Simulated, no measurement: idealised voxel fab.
Documented hereafter: the process module known as voxel gate over fins.
We display cut, a cross-section 225 nm in width whose square cells are each 5 nm.
Cross-sections here: square-cell grids, written as top-down lists of bands, a band being one or more rows of cells.
Top height, bottom height, nm. Materials left to right, width each, nm. Single material + "all across" = fills band edge to edge. "air" = empty.
Where do heights start? At 0: under that level the wafer as delivered is made of one material only. And the lowest band has no floor; it just carries on downward, as in "z 0 and below".
With a width like "30 to 40", each row of cells in the band differs from the next by the same amount, the top row carrying the first number and the bottom row the second.
No cell of the cross-section changed in a step that is given as "remained unchanged".
"Sealed cavities" specifies each empty space that is not open to the top and that occupies no fewer than 8 cells, using the form width x height at distance, the distance measured from the left edge and all three quantities in nm.
Whatever follows a step's settings on its line is a remark the simulator itself makes about that step.
"overlay nm", when on a step's line for a step with a mask, measures how far to the right of its planned place the mask lay; a negative measure means to the left.

PROCESS STEPS (PLANNED)
1 RECEIVE [material Si]
2 CONFORMAL_DEP [material SiN] [thk nm 10]
3 DIRECTIONAL_DEP [material aC] [thk nm 15]
4 PATTERN [tone cover] [mask id FINS] [material resist] [width nm 15] [pitch nm 35] [thk nm 30] [overlay nm 0]
5 DIRECTIONAL_ETCH [etch materials aC] [depth nm 15]
6 STRIP [etch materials resist]
7 DIRECTIONAL_ETCH [etch materials SiN] [depth nm 10]
8 DIRECTIONAL_ETCH [etch materials Si] [depth nm 40]
9 STRIP [etch materials aC]
10 OXIDIZE [depth nm 5]
11 FILL_DEP [material SiO2] [thk nm 10]
12 CMP [height nm 10]
13 SELECTIVE_ETCH [etch materials SiO2] [depth nm 20]
14 STRIP [etch materials SiN]
15 CONFORMAL_DEP [material HfO2] [thk nm 5]
16 CONFORMAL_DEP [material TiN] [thk nm 5]
17 CONFORMAL_DEP [material TiAl] [thk nm 5]
18 CONFORMAL_DEP [material TiN] [thk nm 5]
19 FILL_DEP [material W] [thk nm 10]
20 CMP [height nm 25]
21 CONFORMAL_DEP [material SiN] [thk nm 10]

WAFER AT RECEIPT (POST STEP 1), CROSS-SECTION
- z 0 and below: Si all across
- Sealed cavities: none

THE FIRST OF TWO WAFERS, CROSS-SECTIONED AT THE END OF THE MODULE, WITH THE RUN PROCEEDING AS PLANNED
- z 35 to 25: SiN all across
- z 25 to 20: W all across
- z 20 to 15: W 35  TiN 150  W 40
- z 15 to 10: W 35  TiN 5  TiAl 140  TiN 5  W 40
- z 10 to 5: TiN 40  TiAl 5  TiN 25  TiAl 10  TiN 25  TiAl 10  TiN 25  TiAl 10  TiN 25  TiAl 5  TiN 45
- z 5 to 0: TiAl 45  TiN 5  HfO2 15  TiN 5  TiAl 10  TiN 5  HfO2 15  TiN 5  TiAl 10  TiN 5  HfO2 15  TiN 5  TiAl 10  TiN 5  HfO2 15  TiN 5  TiAl 50
- z 0 to -5: TiN 50  HfO2 5  Si 5  HfO2 5  TiN 20  HfO2 5  Si 5  HfO2 5  TiN 20  HfO2 5  Si 5  HfO2 5  TiN 20  HfO2 5  Si 5  HfO2 5  TiN 55
- z -5 to -10: HfO2 55  Si 5  HfO2 30  Si 5  HfO2 30  Si 5  HfO2 30  Si 5  HfO2 60
- z -10 to -45: SiO2 55  Si 5  SiO2 30  Si 5  SiO2 30  Si 5  SiO2 30  Si 5  SiO2 60
- z -45 and below: Si all across
- Sealed cavities: none

END OF MODULE, SECOND WAFER, CROSS-SECTION. STARTED LIKE THE FIRST, PLANNED LIKE THE FIRST, RUN WITH ONE MISTAKE
- z 35 to 25: SiN all across
- z 25 to 20: W all across
- z 20 to 15: W 35  TiN 155  W 35
- z 15 to 10: W 35  TiN 5  TiAl 145  TiN 5  W 35
- z 10 to 5: TiN 40  TiAl 5  TiN 30  TiAl 5  TiN 30  TiAl 5  TiN 30  TiAl 5  TiN 30  TiAl 5  TiN 40
- z 5 to 0: TiAl 45  TiN 5  HfO2 20  TiN 5  TiAl 5  TiN 5  HfO2 20  TiN 5  TiAl 5  TiN 5  HfO2 20  TiN 5  TiAl 5  TiN 5  HfO2 20  TiN 5  TiAl 45
- z 0 to -5: TiN 50  HfO2 5  Si 10  HfO2 5  TiN 15  HfO2 5  Si 10  HfO2 5  TiN 15  HfO2 5  Si 10  HfO2 5  TiN 15  HfO2 5  Si 10  HfO2 5  TiN 50
- z -5 to -10: HfO2 55  Si 10  HfO2 25  Si 10  HfO2 25  Si 10  HfO2 25  Si 10  HfO2 55
- z -10 to -45: SiO2 55  Si 10  SiO2 25  Si 10  SiO2 25  Si 10  SiO2 25  Si 10  SiO2 55
- z -45 and below: Si all across
- Sealed cavities: none
Want to know what went wrong? step 4 off recipe, ran as PATTERN [tone cover] [mask id FINS] [material resist] [width nm 20] [pitch nm 35] [thk nm 30] [overlay nm 0]
Wrapping up, a cell-based count of both wafers puts the second over or under the first for these materials: Si: 36 more, SiO2: 28 fewer, TiAl: 6 fewer, W: 2 fewer
